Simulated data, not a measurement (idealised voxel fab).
process module | voxel wiring stack
Pictured: cross-section cut, 200 nm wide, on a grid of 5 nm square cells.
Throughout this document, each cross-section is represented as a grid of square cells and is presented as a sequence of bands enumerated from the top downward, where a band comprises one or more rows of cells.
Read a band's entry like this: the first values are the height of its top and the height of its bottom in nm, and what follows is the sequence of materials from left to right, each with its width in nm. Note that "air" is empty space, and that a single material marked "throughout" reaches across the band from edge to edge.
Heads up on the height convention: 0 is the point under which the incoming wafer is all one material, and the lowest band has no bottom, it just keeps going down, like "0 nm and below".
With a width like "30 to 40", each row of cells in the band differs from the next by the same amount, the top row carrying the first number and the bottom row the second.
When a step is marked "identical to before", none of the cells in the cross-section changed during that step.
Any empty space of 8 cells or more lacking an open way to the top shows up in "Sealed void list" as width x height at distance, distance from the left edge, in nm.
Note: text after step settings on the step line = simulator remark on that step.
Regarding "overlay nm": on a step with a mask, it is the distance the mask lay to the right of its planned place; a negative value places it to the left.
Planned process steps:
1,RECEIVE with material Si
2,CONFORMAL_DEP with material SiO2, thk nm 10
3,DIRECTIONAL_DEP with material TiN, thk nm 5
4,DIRECTIONAL_DEP with material W, thk nm 25
5,DIRECTIONAL_DEP with material aC, thk nm 15
6,PATTERN with tone cover, mask id METAL_1, material resist, width nm 20, pitch nm 40, thk nm 35, overlay nm 0
7,DIRECTIONAL_ETCH with etch materials aC, depth nm 15
8,STRIP with etch materials resist
9,DIRECTIONAL_ETCH with etch materials W, depth nm 25
10,DIRECTIONAL_ETCH with etch materials TiN, depth nm 5
11,STRIP with etch materials aC
12,FILL_DEP with material lowk, thk nm 5
13,CMP with height nm 40
14,CONFORMAL_DEP with material SiCN, thk nm 5
15,DIRECTIONAL_DEP with material lowk, thk nm 10
16,DIRECTIONAL_DEP with material aC, thk nm 15
17,PATTERN with tone open, mask id PLUG_1, material resist, width nm 15, pitch nm 40, thk nm 35, overlay nm 0
18,DIRECTIONAL_ETCH with etch materials aC, depth nm 15
19,STRIP with etch materials resist
20,DIRECTIONAL_ETCH with etch materials lowk, depth nm 10
21,DIRECTIONAL_ETCH with etch materials SiCN, depth nm 5
22,STRIP with etch materials aC
23,EPI with material Ru, thk nm 10
24,EPI with material Ru, thk nm 5
25,CONFORMAL_DEP with material SiN, thk nm 5
26,DIRECTIONAL_DEP with material SiO2, thk nm 15
27,MASKED_ETCH with tone open, mask id METAL_2, width nm 20, pitch nm 40, etch materials SiO2, depth nm 15, overlay nm 0
28,MASKED_ETCH with tone open, mask id METAL_2, width nm 20, pitch nm 40, etch materials SiN, depth nm 5, overlay nm 0
29,CONFORMAL_DEP with material TiN, thk nm 5
30,FILL_DEP with material W, thk nm 5
31,CMP with height nm 75
32,EPI with material Ru, thk nm 5
33,FILL_DEP with material SiCN, thk nm 5
34,DIRECTIONAL_DEP with material SiO2, thk nm 15
35,DIRECTIONAL_DEP with material aC, thk nm 10
36,PATTERN with tone open, mask id PLUG_2, material resist, width nm 15, pitch nm 40, thk nm 25, overlay nm 0
37,DIRECTIONAL_ETCH with etch materials aC, depth nm 10
38,STRIP with etch materials resist
39,DIRECTIONAL_ETCH with etch materials SiO2, depth nm 15
40,DIRECTIONAL_ETCH with etch materials SiCN, depth nm 5
41,STRIP with etch materials aC
42,EPI with material Ru, thk nm 10
43,EPI with material Ru, thk nm 10
44,DIRECTIONAL_DEP with material TiN, thk nm 5
45,DIRECTIONAL_DEP with material W, thk nm 15
46,MASKED_ETCH with tone cover, mask id METAL_3, width nm 20, pitch nm 40, etch materials W, depth nm 15, overlay nm 0
47,MASKED_ETCH with tone cover, mask id METAL_3, width nm 20, pitch nm 40, etch materials TiN, depth nm 5, overlay nm 0
48,FILL_DEP with material SiO2, thk nm 10
49,CMP with height nm 120
50,CONFORMAL_DEP with material SiN, thk nm 5
Wafer cross-section on receipt, i.e. after step 1:
    0 nm and below: Si throughout
    Sealed void list: none
First wafer at the end, as planned:
    125 nm to 120 nm: SiN throughout
    120 nm to 105 nm: SiO2 50 / W 20 / SiO2 20 / W 20 / SiO2 20 / W 20 / SiO2 50
    105 nm to 100 nm: SiO2 50 / TiN 20 / SiO2 20 / TiN 20 / SiO2 20 / TiN 20 / SiO2 50
    100 nm to 85 nm: SiO2 50 / Ru 15 / SiO2 25 / Ru 15 / SiO2 25 / Ru 15 / SiO2 55
    85 nm to 75 nm: SiCN 50 to 45 / Ru 15 to 30 / SiCN 25 to 10 / Ru 15 to 30 / SiCN 25 to 10 / Ru 15 to 30 / SiCN 55 to 45
    75 nm to 60 nm: SiO2 50 / TiN 5 / W 10 / TiN 5 / SiO2 20 / TiN 5 / W 10 / TiN 5 / SiO2 20 / TiN 5 / W 10 / TiN 5 / SiO2 50
    60 nm to 55 nm: SiN 50 / TiN 20 / SiN 20 / TiN 20 / SiN 20 / TiN 20 / SiN 50
    55 nm to 45 nm: lowk 50 / Ru 15 / lowk 25 / Ru 15 / lowk 25 / Ru 15 / lowk 55
    45 nm to 40 nm: SiCN 50 / Ru 15 / SiCN 25 / Ru 15 / SiCN 25 / Ru 15 / SiCN 55
    40 nm to 15 nm: lowk 50 / W 20 / lowk 20 / W 20 / lowk 20 / W 20 / lowk 50
    15 nm to 10 nm: lowk 50 / TiN 20 / lowk 20 / TiN 20 / lowk 20 / TiN 20 / lowk 50
    10 nm to 0 nm: SiO2 throughout
    0 nm and below: Si throughout
    Sealed void list: none
This cross-section belongs to the second wafer of two at the end of the module; the start and the plan were shared with the first, and the run included one mistake:
    125 nm to 120 nm: SiN throughout
    120 nm to 105 nm: SiO2 50 / W 20 / SiO2 20 / W 20 / SiO2 20 / W 20 / SiO2 50
    105 nm to 100 nm: SiO2 50 / TiN 20 / SiO2 20 / TiN 20 / SiO2 20 / TiN 20 / SiO2 50
    100 nm to 85 nm: SiO2 50 / Ru 15 / SiO2 25 / Ru 15 / SiO2 25 / Ru 15 / SiO2 55
    85 nm to 75 nm: SiCN 50 to 45 / Ru 15 to 30 / SiCN 25 to 10 / Ru 15 to 30 / SiCN 25 to 10 / Ru 15 to 30 / SiCN 55 to 45
    75 nm to 60 nm: SiO2 50 / TiN 5 / W 10 / TiN 5 / SiO2 20 / TiN 5 / W 10 / TiN 5 / SiO2 20 / TiN 5 / W 10 / TiN 5 / SiO2 50
    60 nm to 55 nm: SiN 50 / TiN 20 / SiN 20 / TiN 20 / SiN 20 / TiN 20 / SiN 50
    55 nm to 45 nm: lowk 45 / Ru 25 / lowk 15 / Ru 25 / lowk 15 / Ru 25 / lowk 50
    45 nm to 40 nm: SiCN 45 / Ru 25 / SiCN 15 / Ru 25 / SiCN 15 / Ru 25 / SiCN 50
    40 nm to 15 nm: lowk 50 / W 20 / lowk 20 / W 20 / lowk 20 / W 20 / lowk 50
    15 nm to 10 nm: lowk 50 / TiN 20 / lowk 20 / TiN 20 / lowk 20 / TiN 20 / lowk 50
    10 nm to 0 nm: SiO2 throughout
    0 nm and below: Si throughout
    Sealed void list: none
Where did the run depart from the plan? step 17 ran as: PATTERN with tone open, mask id PLUG_1, material resist, width nm 25, pitch nm 40, thk nm 35, overlay nm 0
Count the cells at the end and the second wafer has more or fewer of some materials than the first: Ru +18, SiCN -6, lowk -12
